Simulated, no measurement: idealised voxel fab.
process module | voxel fin reveal
cross-section cut | 210 nm wide | cells 5 nm
A cross-section is a grid of square cells, given in bands from the top down. A band is one or more rows of cells.
Each band's line starts with the height of the band's top and of its bottom, in nm. Then come its materials from left to right, each with its width in nm. One material with "throughout" fills the band from edge to edge. "air" is empty space.
Height 0 is the level under which the wafer as received is all one material. The lowest band goes on downwards, as in "0 down".
A width such as "30 to 40" changes by the same amount from each row of cells to the next, from the band's top row to its bottom row.
"no change" after a step means that no cell of the cross-section changed.
closed voids: empty space of 8 cells or more with no open way to the top, each as width x height at its distance from the left edge, in nm
after a step's settings: what the simulator itself notes on the step
overlay nm, on a step with a mask: how far to the right of its planned place the mask lay; to the left if negative
plan
1 op RECEIVE | material Si
2 op CONFORMAL_DEP | material SiN | thk nm 10
3 op DIRECTIONAL_DEP | material aC | thk nm 15
4 op PATTERN | tone cover | mask id FINS | material resist | width nm 15 | pitch nm 40 | thk nm 30 | overlay nm -15
5 op DIRECTIONAL_ETCH | etch materials aC | depth nm 15
6 op STRIP | etch materials resist
7 op DIRECTIONAL_ETCH | etch materials SiN | depth nm 10
8 op DIRECTIONAL_ETCH | etch materials Si | depth nm 30
9 op STRIP | etch materials aC
10 op FILL_DEP | material SiO2 | thk nm 15
11 op CMP | height nm 10
12 op SELECTIVE_ETCH | etch materials SiO2 | depth nm 30
13 op STRIP | etch materials SiN
14 op CONFORMAL_DEP | material HfO2 | thk nm 5
varied across the wafers: overlay nm of step 4. The plan shows the first wafer's value. All wafers start alike
first wafer as received, after step 1
  0 down: Si throughout
  closed voids: none
each wafer at the end: cells of each material gained (+) or lost (-) since it was received, then its closed voids
overlay nm -15 | +58 HfO2 | -216 Si | +72 SiO2 | closed voids: none
overlay nm -10 | +58 HfO2 | -216 Si | +72 SiO2 | closed voids: none
overlay nm -5 | +58 HfO2 | -216 Si | +72 SiO2 | closed voids: none
overlay nm 0 | +58 HfO2 | -216 Si | +72 SiO2 | closed voids: none
overlay nm 5 | +58 HfO2 | -216 Si | +72 SiO2 | closed voids: none
overlay nm 10 | +58 HfO2 | -216 Si | +72 SiO2 | closed voids: none
overlay nm 15 | +58 HfO2 | -216 Si | +72 SiO2 | closed voids: none
